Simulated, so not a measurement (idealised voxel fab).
process module | voxel quadruple lines
cross-section cut | 230 nm wide | cells 5 nm
A cross-section is a grid of square cells, given in bands from the top down. A band is one or more rows of cells.
Each band's line starts with the height of the band's top and of its bottom, in nm. Then come its materials from left to right, each with its width in nm. One material with "throughout" fills the band from edge to edge. "air" is empty space.
Height 0 is the level under which the wafer as received is all one material. The lowest band goes on downwards, as in "0 down".
A width such as "30 to 40" changes by the same amount from each row of cells to the next, from the band's top row to its bottom row.
"no change" after a step means that no cell of the cross-section changed.
closed voids: empty space of 8 cells or more with no open way to the top, each as width x height at its distance from the left edge, in nm
after a step's settings: what the simulator itself notes on the step
overlay nm, on a step with a mask: how far to the right of its planned place the mask lay; to the left if negative
plan
1 op RECEIVE | material Si
2 op CONFORMAL_DEP | material SiO2 | thk nm 5
3 op DIRECTIONAL_DEP | material W | thk nm 15
4 op DIRECTIONAL_DEP | material polySi | thk nm 20
5 op DIRECTIONAL_DEP | material aC | thk nm 20
6 op PATTERN | tone cover | mask id MANDREL | material resist | width nm 30 | pitch nm 80 | thk nm 25 | overlay nm -15
7 op DIRECTIONAL_ETCH | etch materials aC | depth nm 20
8 op STRIP | etch materials resist
9 op CONFORMAL_DEP | material SiO2 | thk nm 10
10 op DIRECTIONAL_ETCH | etch materials SiO2 | depth nm 10
11 op STRIP | etch materials aC
12 op DIRECTIONAL_ETCH | etch materials polySi | depth nm 20
13 op STRIP | etch materials SiO2
14 op CONFORMAL_DEP | material SiCN | thk nm 10
15 op DIRECTIONAL_ETCH | etch materials SiCN | depth nm 10
16 op STRIP | etch materials polySi
17 op DIRECTIONAL_ETCH | etch materials W | depth nm 15
18 op STRIP | etch materials SiCN
19 op FILL_DEP | material SiO2 | thk nm 5
20 op CMP | height nm 20
varied across the wafers: overlay nm of step 6. The plan shows the first wafer's value. All wafers start alike
first wafer as received, after step 1
  0 down: Si throughout
  closed voids: none
each wafer at the end: cells of each material gained (+) or lost (-) since it was received, then its closed voids
overlay nm -15 | +136 SiO2 | +48 W | closed voids: none
overlay nm -10 | +136 SiO2 | +48 W | closed voids: none
overlay nm -5 | +136 SiO2 | +48 W | closed voids: none
overlay nm 0 | +136 SiO2 | +48 W | closed voids: none
overlay nm 5 | +136 SiO2 | +48 W | closed voids: none
overlay nm 10 | +136 SiO2 | +48 W | closed voids: none
overlay nm 15 | +136 SiO2 | +48 W | closed voids: none
